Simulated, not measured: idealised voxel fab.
Process module, titled voxel capacitor over wiring
Square cells of 5 nm make up the cross-section cut, whose width is 205 nm.
Square cells in a grid make up a cross-section in this document, and the grid is given as bands, listed from the top down, each one or more rows of cells. Top height, bottom height, nm. Materials left to right, width each, nm. Single material + "everywhere" = fills band edge to edge. "blank" = empty. Height 0 is the level under which the wafer as received is all one material. The lowest band goes on downwards, as in "0 down". Width "30->40": first value at the band's top row of cells, second value at its bottom row, equal change from row to row. For the purposes of this document, the phrase "no modifications" attached to a step denotes that no cell within the cross-section was modified by that step. So "Catalogued sealed voids" is basically the list of trapped voids: any empty space of 8 cells or more that can't reach the top through an opening. They're written width x height at distance, the distance being from the left edge, and it's all nm. If you see something after the settings on a step's line, that's the simulator's own remark about that step. A step's line can hold "overlay nm"; with a mask on that step, the setting says how far right of the planned place the mask lay, while a negative setting says it lay to the left.

-- The planned process steps are enumerated hereunder
1 RECEIVE [material Si]
2 CONFORMAL_DEP [material SiO2] [thk nm 10]
3 DIRECTIONAL_DEP [material TiN] [thk nm 5]
4 DIRECTIONAL_DEP [material W] [thk nm 15]
5 MASKED_ETCH [tone cover] [mask id METAL_1] [width nm 25] [pitch nm 90] [etch materials W] [depth nm 15] [overlay nm 0]
6 MASKED_ETCH [tone cover] [mask id METAL_1] [width nm 25] [pitch nm 90] [etch materials TiN] [depth nm 5] [overlay nm 0]
7 FILL_DEP [material lowk] [thk nm 10]
8 CMP [height nm 30]
9 CONFORMAL_DEP [material SiCN] [thk nm 5]
10 DIRECTIONAL_DEP [material SiO2] [thk nm 10]
11 DIRECTIONAL_DEP [material aC] [thk nm 15]
12 PATTERN [tone open] [mask id PLUG_1] [material resist] [width nm 15] [thk nm 30] [overlay nm 0]
13 DIRECTIONAL_ETCH [etch materials aC] [depth nm 15]
14 STRIP [etch materials resist]
15 DIRECTIONAL_ETCH [etch materials SiO2] [depth nm 10]
16 DIRECTIONAL_ETCH [etch materials SiCN] [depth nm 5]
17 STRIP [etch materials aC]
18 EPI [material Ru] [thk nm 10]
19 EPI [material Ru] [thk nm 5]
20 DIRECTIONAL_DEP [material TiN] [thk nm 10]
21 DIRECTIONAL_DEP [material SiN] [thk nm 5]
22 DIRECTIONAL_DEP [material TiN] [thk nm 5]
23 PATTERN [tone cover] [mask id UPPER_PLATE] [material resist] [width nm 70] [thk nm 15] [overlay nm 0]
24 DIRECTIONAL_ETCH [etch materials TiN] [depth nm 5]
25 DIRECTIONAL_ETCH [etch materials SiN] [depth nm 5]
26 STRIP [etch materials resist]
27 PATTERN [tone cover] [mask id LOWER_PLATE] [material resist] [width nm 80] [thk nm 15] [overlay nm 0]
28 DIRECTIONAL_ETCH [etch materials TiN] [depth nm 10]
29 STRIP [etch materials resist]
30 FILL_DEP [material SiO2] [thk nm 15]
31 CMP [height nm 75]
32 MASKED_ETCH [tone open] [mask id PLUG_2] [width nm 15] [etch materials SiO2] [depth nm 10] [overlay nm 0]
33 CONFORMAL_DEP [material TiN] [thk nm 5]
34 FILL_DEP [material Cu] [thk nm 5]
35 CMP [height nm 75]
36 CONFORMAL_DEP [material SiN] [thk nm 5]

-- Wafer at receipt (post step 1), cross-section
* 0 down = Si everywhere
* Catalogued sealed voids: none

-- The following cross-section depicts the wafer upon conclusion of the module. Processing commenced from the starting condition illustrated above and adhered to the plan illustrated above, save for one mistake in execution
* 80 to 75 = SiN everywhere
* 75 to 70 = SiO2 65, TiN 5, Cu 5, TiN 5, SiO2 125
* 70 to 65 = SiO2 65, TiN 15, SiO2 125
* 65 to 60 = SiO2 everywhere
* 60 to 55 = SiO2 55, TiN 70, SiO2 80
* 55 to 45 = SiO2 50, TiN 80, SiO2 75
* 45 to 35 = SiO2 55, Ru 15, SiO2 135
* 35 to 30 = SiCN 55, Ru 15, SiCN 135
* 30 to 15 = lowk 45, W 25, lowk 65, W 25, lowk 45
* 15 to 10 = lowk 45, TiN 25, lowk 65, TiN 25, lowk 45
* 10 to 0 = SiO2 everywhere
* 0 down = Si everywhere
* Catalogued sealed voids: none
Diagnosis: execution of step 21 of the plan did not take place, the step having been omitted
